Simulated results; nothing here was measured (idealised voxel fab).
Proc. module: voxel plated lines
cross-section cut | 270 nm wide | cells 5 nm
Reading order for cross-sections: top band down to bottom band. Underlying form: a grid of square cells. Band size: one or more rows of cells. Band entry format. Leading values: height of top, height of bottom, nm. Remainder: materials in left-to-right order, each with its width in nm. Special words: "all across" on a single material, which then fills the band edge to edge; "air", empty space. Heights are expressed relative to 0, this being the level below which the as-received wafer comprises one material exclusively. The lowest band is unbounded in the downward direction and is denoted as in "top 0, no bottom". Read "30 to 40" as a graded width: first number on top, second number at the bottom, same change between each pair of neighbouring rows. Take "nothing was modified" at face value: in the step it is given for, the cross-section changed in none of its cells. "closed voids" - sealed voids, min. 8 cells, no opening to top; format: width x height at distance (distance from left edge; nm throughout). Formally, on a step line, whatever follows the settings is a remark that the simulator itself makes on the step. "overlay nm" denotes, for a step that has a mask, the displacement of the mask to the right of its planned place, with negative values corresponding to the left.
The process steps that were planned are listed below
1,op RECEIVE | material Si
2,op CONFORMAL_DEP | material SiN | thk nm 5
3,op DIRECTIONAL_DEP | material TiN | thk nm 5
4,op PATTERN | tone open | mask id LINES | material resist | width nm 20 | pitch nm 40 | thk nm 20 | overlay nm 0
5,op EPI | material Ru | thk nm 5
6,op STRIP | etch materials resist
7,op DIRECTIONAL_ETCH | etch materials TiN | depth nm 5
8,op CONFORMAL_DEP | material SiCN | thk nm 5
Incoming wafer, cross-sectional view, post step 1
> top 0, no bottom = Si all across
> closed voids: none
First of two wafers at the end of the module, shown in cross-section; run carried out as planned
> top 20, bottom 15 = air: 100, SiCN: 30, air: 10, SiCN: 30, air: 100
> top 15, bottom 10 = air: 100, SiCN: 5, Ru: 20, SiCN: 5, air: 10, SiCN: 5, Ru: 20, SiCN: 5, air: 100
> top 10, bottom 5 = SiCN: 105, TiN: 20, SiCN: 20, TiN: 20, SiCN: 105
> top 5, bottom 0 = SiN all across
> top 0, no bottom = Si all across
> closed voids: none
Cross-sectional view of the second of two wafers upon completion of the module. This wafer shared its starting condition and process plan with the first; one error was made during its execution
> top 15, bottom 10 = air: 100, SiCN: 30, air: 10, SiCN: 30, air: 100
> top 10, bottom 5 = air: 100, SiCN: 5, Ru: 20, SiCN: 5, air: 10, SiCN: 5, Ru: 20, SiCN: 5, air: 100
> top 5, bottom 0 = SiCN: 105, TiN: 20, SiCN: 20, TiN: 20, SiCN: 105
> top 0, no bottom = Si all across
> closed voids: none
What broke from the plan during processing? step 2 of the plan: omitted, not performed
at the end the second wafer has, in cells: 54 fewer of SiN
